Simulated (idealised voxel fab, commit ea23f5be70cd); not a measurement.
process module | voxel spacer lines
cross-section cut | 200 nm wide | cells 5 nm
A cross-section is a grid of square cells, given in bands from the top down. A band is one or more rows of cells.
Each band's line starts with the height of the band's top and of its bottom, in nm. Then come its materials from left to right, each with its width in nm. One material with "throughout" fills the band from edge to edge. "air" is empty space.
Height 0 is the level under which the wafer as received is all one material. The lowest band goes on downwards, as in "0 down".
A width such as "30 to 40" changes by the same amount from each row of cells to the next, from the band's top row to its bottom row.
"no change" after a step means that no cell of the cross-section changed.
closed voids: empty space of 8 cells or more with no open way to the top, each as width x height at its distance from the left edge, in nm
after a step's settings: what the simulator itself notes on the step
overlay nm, on a step with a mask: how far to the right of its planned place the mask lay; to the left if negative
plan
1 op RECEIVE | material Si
2 op CONFORMAL_DEP | material Al2O3 | thk nm 5
3 op DIRECTIONAL_DEP | material TiN | thk nm 20
4 op DIRECTIONAL_DEP | material polySi | thk nm 20
5 op PATTERN | tone cover | mask id MANDREL | material resist | width nm 20 | pitch nm 70 | thk nm 25 | overlay nm 0
6 op DIRECTIONAL_ETCH | etch materials polySi | depth nm 20
7 op STRIP | etch materials resist
8 op CONFORMAL_DEP | material SiO2 | thk nm 15
9 op DIRECTIONAL_ETCH | etch materials SiO2 | depth nm 15
10 op STRIP | etch materials polySi
11 op DIRECTIONAL_ETCH | etch materials TiN | depth nm 20
12 op STRIP | etch materials SiO2
as received, after step 1
  0 down: Si throughout
  closed voids: none
first wafer at the end, as planned
  25 to 5: air 40 | TiN 15 | air 20 | TiN 15 | air 20 | TiN 15 | air 20 | TiN 15 | air 40
  5 to 0: Al2O3 throughout
  0 down: Si throughout
  closed voids: none
second wafer at the end: like start, like plan, one mistake
  25 to 5: air 55 | TiN 20 | air 50 | TiN 20 | air 55
  5 to 0: Al2O3 throughout
  0 down: Si throughout
  closed voids: none
what went wrong: step 5 ran as: op PATTERN | tone open | mask id MANDREL | material resist | width nm 20 | pitch nm 70 | thk nm 25 | overlay nm 0
at the end the second wafer has, in cells: 16 fewer of TiN
